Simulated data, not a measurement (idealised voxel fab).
The process module presented herein is designated voxel capacitor over wiring.
160 nm wide, 5 nm square cells: that's cross-section cut.
Cross-section = grid of square cells, listed top down in bands; band = one or more rows. For a band, the entry starts with two heights in nm, that of the top and then that of the bottom, and carries on with the band's materials in order from left to right, each alongside its width in nm; the word "all across" beside a single material means it fills the band edge to edge, and "blank" means empty space. Convention: height 0 is the level below which the wafer, as received, is all one material. The lowest band does not terminate at the bottom but continues downward, represented as "0 and below". A width such as "30->40" changes by the same amount from each row of cells to the next, from the band's top row to its bottom row. Given "everything unchanged" for a step, no cell of the cross-section differs between before and after that step. Closed empty spaces (no open way to the top) of 8 cells or more are what "Fully closed voids" lists, each as width x height at distance from the left edge, nm for all three. Formally, on a step line, whatever follows the settings is a remark that the simulator itself makes on the step. You can add "overlay nm" to a step's line. For a step with a mask, it describes how far the mask lay to the right of its planned position, and a negative number describes a lay to the left.

PLANNED PROCESS STEPS
| 1 | RECEIVE [material Si] |
| 2 | CONFORMAL_DEP [material SiO2] [thk nm 10] |
| 3 | DIRECTIONAL_DEP [material TiN] [thk nm 5] |
| 4 | DIRECTIONAL_DEP [material Ru] [thk nm 15] |
| 5 | PATTERN [tone cover] [mask id METAL_1] [material resist] [width nm 25] [pitch nm 95] [thk nm 20] [overlay nm 0] |
| 6 | DIRECTIONAL_ETCH [etch materials Ru] [depth nm 15] |
| 7 | DIRECTIONAL_ETCH [etch materials TiN] [depth nm 5] |
| 8 | STRIP [etch materials resist] |
| 9 | CONFORMAL_DEP [material SiCN] [thk nm 5] |
| 10 | FILL_DEP [material SiO2] [thk nm 5] |
| 11 | CMP [height nm 30] |
| 12 | CONFORMAL_DEP [material SiCN] [thk nm 5] |
| 13 | DIRECTIONAL_DEP [material SiO2] [thk nm 15] |
| 14 | DIRECTIONAL_DEP [material aC] [thk nm 10] |
| 15 | PATTERN [tone open] [mask id PLUG_1] [material resist] [width nm 15] [thk nm 25] [overlay nm 0] |
| 16 | DIRECTIONAL_ETCH [etch materials aC] [depth nm 10] |
| 17 | STRIP [etch materials resist] |
| 18 | DIRECTIONAL_ETCH [etch materials SiO2] [depth nm 15] |
| 19 | DIRECTIONAL_ETCH [etch materials SiCN] [depth nm 5] |
| 20 | STRIP [etch materials aC] |
| 21 | CONFORMAL_DEP [material TiN] [thk nm 5] |
| 22 | FILL_DEP [material Cu] [thk nm 5] |
| 23 | CMP [height nm 50] |
| 24 | DIRECTIONAL_DEP [material TiN] [thk nm 10] |
| 25 | DIRECTIONAL_DEP [material HfO2] [thk nm 5] |
| 26 | DIRECTIONAL_DEP [material TiN] [thk nm 10] |
| 27 | DIRECTIONAL_DEP [material aC] [thk nm 10] |
| 28 | PATTERN [tone cover] [mask id UPPER_PLATE] [material resist] [width nm 75] [thk nm 30] [overlay nm 0] |
| 29 | DIRECTIONAL_ETCH [etch materials aC] [depth nm 10] |
| 30 | STRIP [etch materials resist] |
| 31 | DIRECTIONAL_ETCH [etch materials TiN] [depth nm 10] |
| 32 | DIRECTIONAL_ETCH [etch materials HfO2] [depth nm 5] |
| 33 | STRIP [etch materials aC] |
| 34 | DIRECTIONAL_DEP [material aC] [thk nm 10] |
| 35 | PATTERN [tone cover] [mask id LOWER_PLATE] [material resist] [width nm 85] [thk nm 25] [overlay nm 0] |
| 36 | DIRECTIONAL_ETCH [etch materials aC] [depth nm 10] |
| 37 | STRIP [etch materials resist] |
| 38 | DIRECTIONAL_ETCH [etch materials TiN] [depth nm 10] |
| 39 | STRIP [etch materials aC] |
| 40 | FILL_DEP [material SiO2] [thk nm 20] |
| 41 | CMP [height nm 90] |
| 42 | MASKED_ETCH [tone open] [mask id PLUG_2] [width nm 15] [etch materials SiO2] [depth nm 15] [overlay nm 0] |
| 43 | CONFORMAL_DEP [material TiN] [thk nm 5] |
| 44 | FILL_DEP [material Cu] [thk nm 5] |
| 45 | CMP [height nm 90] |
| 46 | CONFORMAL_DEP [material SiN] [thk nm 5] |

CROSS-SECTION OF THE WAFER AT RECEIPT, WHICH IS THE CONDITION AFTER STEP 1
> 0 and below = Si all across
> Fully closed voids: none

THE FIRST OF TWO WAFERS, CROSS-SECTIONED AT THE END OF THE MODULE, WITH THE RUN PROCEEDING AS PLANNED
> 95 down to 90 = SiN all across
> 90 down to 80 = 40 nm SiO2; 5 nm TiN; 5 nm Cu; 5 nm TiN; 105 nm SiO2
> 80 down to 75 = 40 nm SiO2; 15 nm TiN; 105 nm SiO2
> 75 down to 65 = 30 nm SiO2; 75 nm TiN; 55 nm SiO2
> 65 down to 60 = 30 nm SiO2; 75 nm HfO2; 55 nm SiO2
> 60 down to 50 = 25 nm SiO2; 85 nm TiN; 50 nm SiO2
> 50 down to 35 = 30 nm SiO2; 5 nm TiN; 5 nm Cu; 5 nm TiN; 115 nm SiO2
> 35 down to 30 = 30 nm SiCN; 15 nm TiN; 115 nm SiCN
> 30 down to 15 = 15 nm SiO2; 5 nm SiCN; 25 nm Ru; 5 nm SiCN; 60 nm SiO2; 5 nm SiCN; 25 nm Ru; 5 nm SiCN; 15 nm SiO2
> 15 down to 10 = 20 nm SiCN; 25 nm TiN; 70 nm SiCN; 25 nm TiN; 20 nm SiCN
> 10 down to 0 = SiO2 all across
> 0 and below = Si all across
> Fully closed voids: none

WAFER TWO (OF TWO), END-OF-MODULE CROSS-SECTION: START = WAFER ONE, PLAN = WAFER ONE, ONE RUN MISTAKE
> 95 down to 90 = SiN all across
> 90 down to 85 = 40 nm SiO2; 15 nm TiN; 105 nm SiO2
> 85 down to 75 = 30 nm SiO2; 75 nm SiN; 55 nm SiO2
> 75 down to 70 = 30 nm SiO2; 75 nm TiN; 55 nm SiO2
> 70 down to 65 = 30 nm SiN; 75 nm TiN; 55 nm SiN
> 65 down to 60 = 30 nm SiN; 75 nm HfO2; 55 nm SiN
> 60 down to 50 = TiN all across
> 50 down to 35 = 30 nm SiO2; 5 nm TiN; 5 nm Cu; 5 nm TiN; 115 nm SiO2
> 35 down to 30 = 30 nm SiCN; 15 nm TiN; 115 nm SiCN
> 30 down to 15 = 15 nm SiO2; 5 nm SiCN; 25 nm Ru; 5 nm SiCN; 60 nm SiO2; 5 nm SiCN; 25 nm Ru; 5 nm SiCN; 15 nm SiO2
> 15 down to 10 = 20 nm SiCN; 25 nm TiN; 70 nm SiCN; 25 nm TiN; 20 nm SiCN
> 10 down to 0 = SiO2 all across
> 0 and below = Si all across
> Fully closed voids: none
Here's what went sideways: contrary to plan, step 34 was performed as DIRECTIONAL_DEP [material SiN] [thk nm 10]
Cell-count delta at end, second wafer over first, by material: Cu: 2 fewer | SiN: 64 more | SiO2: 88 fewer | TiN: 26 more
